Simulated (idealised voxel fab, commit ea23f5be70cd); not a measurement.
The following process module bears the name voxel lift off.
We display cut, a cross-section 300 nm in width whose square cells are each 5 nm.
Reading order for cross-sections: top band down to bottom band. Underlying form: a grid of square cells. Band size: one or more rows of cells. Top height, bottom height, nm. Materials left to right, width each, nm. Single material + "edge to edge" = fills band edge to edge. "blank" = empty. Note: height 0 marks the level under which the wafer is uniformly one material as received. Lowest band unbounded below, written "z 0 and below". So if you see something like "30->40" for the width, read it as the top row of the band sitting at the first number and the bottom row at the second, with every row in between moving by the same amount as the last. "nothing changed" for a step: no cell of the cross-section changed in that step. The label "Closed void listing" introduces a list of the empty spaces, 8 cells or larger, that have no open way up to the top; each entry in it reads width x height at distance, where the distance is taken from the left edge and all three are stated in nm. Past the settings on a step's line: simulator remark, on that step. overlay nm: for a step with a mask, the amount by which the mask lay right of where it was planned; a negative amount means left of it.
-- Listed below are the process steps as planned
1) RECEIVE (material Si)
2) CONFORMAL_DEP (material SiN; thk nm 10)
3) PATTERN (tone open; mask id LINES; material resist; width nm 25; pitch nm 50; thk nm 20; overlay nm 0)
4) DIRECTIONAL_DEP (material Ru; thk nm 10)
5) STRIP (etch materials resist)
6) CONFORMAL_DEP (material SiN; thk nm 5)
What sets these wafers apart? The thk nm at step 6. They all start alike, and the plan carries the first wafer's value.
-- Cross-section: the first of several wafers in its as-received state, i.e. following step 1
* z 0 and below | Si edge to edge
* Closed void listing: none
-- Every row in this table is a wafer at the end of the module, and it gives, for each of the materials, the cells that wafer has gained (+) or lost (-) since it was received, then its closed voids
thk nm 5 | +20 Ru | +188 SiN | Closed void listing: none
thk nm 10 | +20 Ru | +256 SiN | Closed void listing: none
thk nm 15 | +20 Ru | +322 SiN | Closed void listing: none
thk nm 20 | +20 Ru | +386 SiN | Closed void listing: none
